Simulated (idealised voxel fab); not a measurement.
This is a process module. Its name is voxel ribs on slabs.
Square cells of 5 nm make up the cross-section cut, whose width is 225 nm.
How to read a cross-section here: the picture is a grid of square cells, written as bands going from the top down, and any band can span one or more rows of cells. The entry gives the band's vertical extent as a top height and a bottom height in nm, then its horizontal make-up as materials from left to right, each with a width in nm. "blank" stands for empty space; a single material marked "all across" fills the band edge to edge. It should be noted that heights are counted from 0, beneath which the wafer as supplied is of one material throughout, and that the lowest band possesses no lower boundary but continues downward, as written in "0 -> down". Top row gets the first number, bottom row gets the second, and each row in between changes by the same step: that is how a band width like "30->40" works. The cross-section has no changed cell in any step marked "nothing changed". "Enclosed cavities" - sealed voids, min. 8 cells, no opening to top; format: width x height at distance (distance from left edge; nm throughout). Read whatever lies past the settings on a step's line as the simulator's own remark about the step. What "overlay nm" on a step's line means: if the step has a mask, that mask lay this far to the right of its planned place, or, when the value is negative, to the left.
So here's the lineup of process steps we planned
- 1: RECEIVE (material Si)
- 2: DIRECTIONAL_DEP (material SiO2; thk nm 25)
- 3: DIRECTIONAL_DEP (material SiN; thk nm 20)
- 4: MASKED_ETCH (tone cover; mask id RIB; width nm 20; etch materials SiN; depth nm 10; overlay nm 0)
- 5: PATTERN (tone cover; mask id SLAB; material resist; width nm 80; thk nm 20; overlay nm 0)
- 6: DIRECTIONAL_ETCH (etch materials SiN; depth nm 10)
- 7: STRIP (etch materials resist)
- 8: FILL_DEP (material SiO2; thk nm 20)
- 9: CMP (height nm 60)
- 10: DIRECTIONAL_DEP (material W; thk nm 10)
- 11: DIRECTIONAL_DEP (material aC; thk nm 15)
- 12: PATTERN (tone cover; mask id HEATER; material resist; width nm 40; thk nm 30; overlay nm 0)
- 13: DIRECTIONAL_ETCH (etch materials aC; depth nm 15)
- 14: STRIP (etch materials resist)
- 15: DIRECTIONAL_ETCH (etch materials W; depth nm 10)
- 16: STRIP (etch materials aC)
- 17: CONFORMAL_DEP (material SiN; thk nm 5)
Quick note for whoever runs this: the wafers start identical, but the width nm at step 4 isn't the same across them. The plan just shows what the first wafer had.
The first of several wafers as received, shown in cross-section; this is its state after step 1
0 -> down  Si all across
Enclosed cavities: none
End-of-module cross-section, first of several wafers, after last step 17
75 -> 70  blank: 85  SiN: 50  blank: 90
70 -> 65  blank: 85  SiN: 5  W: 40  SiN: 5  blank: 90
65 -> 60  SiN: 90  W: 40  SiN: 95
60 -> 45  SiO2 all across
45 -> 35  SiO2: 100  SiN: 20  SiO2: 105
35 -> 25  SiO2: 70  SiN: 80  SiO2: 75
25 -> 0  SiO2 all across
0 -> down  Si all across
Enclosed cavities: none
End of module, last wafer sectioned
75 -> 70  blank: 85  SiN: 50  blank: 90
70 -> 65  blank: 85  SiN: 5  W: 40  SiN: 5  blank: 90
65 -> 60  SiN: 90  W: 40  SiN: 95
60 -> 45  SiO2 all across
45 -> 35  SiO2: 90  SiN: 45  SiO2: 90
35 -> 25  SiO2: 70  SiN: 80  SiO2: 75
25 -> 0  SiO2 all across
0 -> down  Si all across
Enclosed cavities: none
Row per wafer, end-of-module: cell gain (+)/loss (-) by material since the wafer came in, then closed voids
width nm 20; +89 SiN; +500 SiO2; +16 W; Enclosed cavities: none
width nm 25; +91 SiN; +498 SiO2; +16 W; Enclosed cavities: none
width nm 30; +93 SiN; +496 SiO2; +16 W; Enclosed cavities: none
width nm 35; +95 SiN; +494 SiO2; +16 W; Enclosed cavities: none
width nm 40; +97 SiN; +492 SiO2; +16 W; Enclosed cavities: none
width nm 45; +99 SiN; +490 SiO2; +16 W; Enclosed cavities: none
